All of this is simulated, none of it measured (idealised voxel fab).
The document below concerns the process module designated voxel gate over fins.
The figure presents cross-section cut, which has a width of 240 nm and is divided into square cells with an edge length of 5 nm.
Reading order for cross-sections: top band down to bottom band. Underlying form: a grid of square cells. Band size: one or more rows of cells.
Look at the band entry: it leads with the top's height and the bottom's height in nm. Then it lists the materials left to right, with a width in nm for each. The word "everywhere" on a single material says that material fills the band edge to edge. The word "air" is empty space.
Beneath 0, the wafer as received is one material, and that level is where height counting begins. The lowest band goes on downward without a bottom; it is written like "top 0, no bottom".
Think of "30..40" as a width that walks from the first number to the second as you go down the band, top row to bottom row, taking equal-sized steps from row to row.
The cross-section has no changed cell in any step marked "no alterations made".
Entrapped void list: empty space of 8 cells or more with no open way to the top, each as width x height at its distance from the left edge, in nm
On each step's line, the part that comes after the settings is the simulator's own comment on the step.
What "overlay nm" on a step's line means: if the step has a mask, that mask lay this far to the right of its planned place, or, when the value is negative, to the left.
# List of planned process steps
1) RECEIVE: material Si
2) CONFORMAL_DEP: material SiN, thk nm 5
3) PATTERN: tone cover, mask id FINS, material resist, width nm 15, pitch nm 60, thk nm 20, overlay nm 0
4) DIRECTIONAL_ETCH: etch materials SiN, depth nm 5
5) DIRECTIONAL_ETCH: etch materials Si, depth nm 35
6) STRIP: etch materials resist
7) OXIDIZE: depth nm 5
8) FILL_DEP: material SiO2, thk nm 15
9) CMP: height nm 5
10) MASKED_ETCH: tone open, mask id RAIL, width nm 15, etch materials SiO2, depth nm 35, overlay nm 0
11) CONFORMAL_DEP: material TiN, thk nm 5
12) FILL_DEP: material W, thk nm 5
13) CMP: height nm 5
14) SELECTIVE_ETCH: etch materials W Ru TiN, depth nm 30
15) FILL_DEP: material SiO2, thk nm 5
16) CMP: height nm 5
17) SELECTIVE_ETCH: etch materials SiO2, depth nm 20
18) STRIP: etch materials SiN
19) CONFORMAL_DEP: material HfO2, thk nm 5
20) CONFORMAL_DEP: material TiN, thk nm 5
21) CONFORMAL_DEP: material TiAl, thk nm 5
22) CONFORMAL_DEP: material TiN, thk nm 5
23) FILL_DEP: material W, thk nm 15
24) CMP: height nm 30
25) CONFORMAL_DEP: material SiCN, thk nm 5
# As-received wafer cross-section (after step 1)
> top 0, no bottom | Si everywhere
> Entrapped void list: none
# Same starting wafer, same plan as above, one mistake in the execution; this is the cross-section at the end of the module
> top 35, bottom 30 | SiCN everywhere
> top 30, bottom 20 | W everywhere
> top 20, bottom 15 | 70 nm W | 45 nm TiN | 15 nm W | 45 nm TiN | 65 nm W
> top 15, bottom 10 | 70 nm W | 5 nm TiN | 35 nm TiAl | 5 nm TiN | 15 nm W | 5 nm TiN | 35 nm TiAl | 5 nm TiN | 65 nm W
> top 10, bottom 5 | 70 nm W | 5 nm TiN | 5 nm TiAl | 25 nm TiN | 5 nm TiAl | 5 nm TiN | 15 nm W | 5 nm TiN | 5 nm TiAl | 25 nm TiN | 5 nm TiAl | 5 nm TiN | 65 nm W
> top 5, bottom 0 | 75 nm TiN | 5 nm TiAl | 5 nm TiN | 15 nm HfO2 | 5 nm TiN | 5 nm TiAl | 25 nm TiN | 5 nm TiAl | 5 nm TiN | 15 nm HfO2 | 5 nm TiN | 5 nm TiAl | 70 nm TiN
> top 0, bottom -5 | 80 nm TiAl | 5 nm TiN | 5 nm HfO2 | 5 nm Si | 5 nm HfO2 | 5 nm TiN | 35 nm TiAl | 5 nm TiN | 5 nm HfO2 | 5 nm Si | 5 nm HfO2 | 5 nm TiN | 75 nm TiAl
> top -5, bottom -10 | 85 nm TiN | 5 nm HfO2 | 5 nm Si | 5 nm HfO2 | 45 nm TiN | 5 nm HfO2 | 5 nm Si | 5 nm HfO2 | 80 nm TiN
> top -10, bottom -15 | 90 nm HfO2 | 5 nm Si | 55 nm HfO2 | 5 nm Si | 85 nm HfO2
> top -15, bottom -25 | 90 nm SiO2 | 5 nm Si | 55 nm SiO2 | 5 nm Si | 85 nm SiO2
> top -25, bottom -30 | 90 nm SiO2 | 5 nm Si | 15 nm SiO2 | 15 nm TiN | 25 nm SiO2 | 5 nm Si | 85 nm SiO2
> top -30, bottom -40 | 90 nm SiO2 | 5 nm Si | 55 nm SiO2 | 5 nm Si | 85 nm SiO2
> top -40, no bottom | Si everywhere
> Entrapped void list: none
What broke from the plan during processing? for step 3, the planned setting was not used; the step was instead run as PATTERN: tone cover, mask id FINS, material resist, width nm 15, pitch nm 60, thk nm 20, overlay nm 5
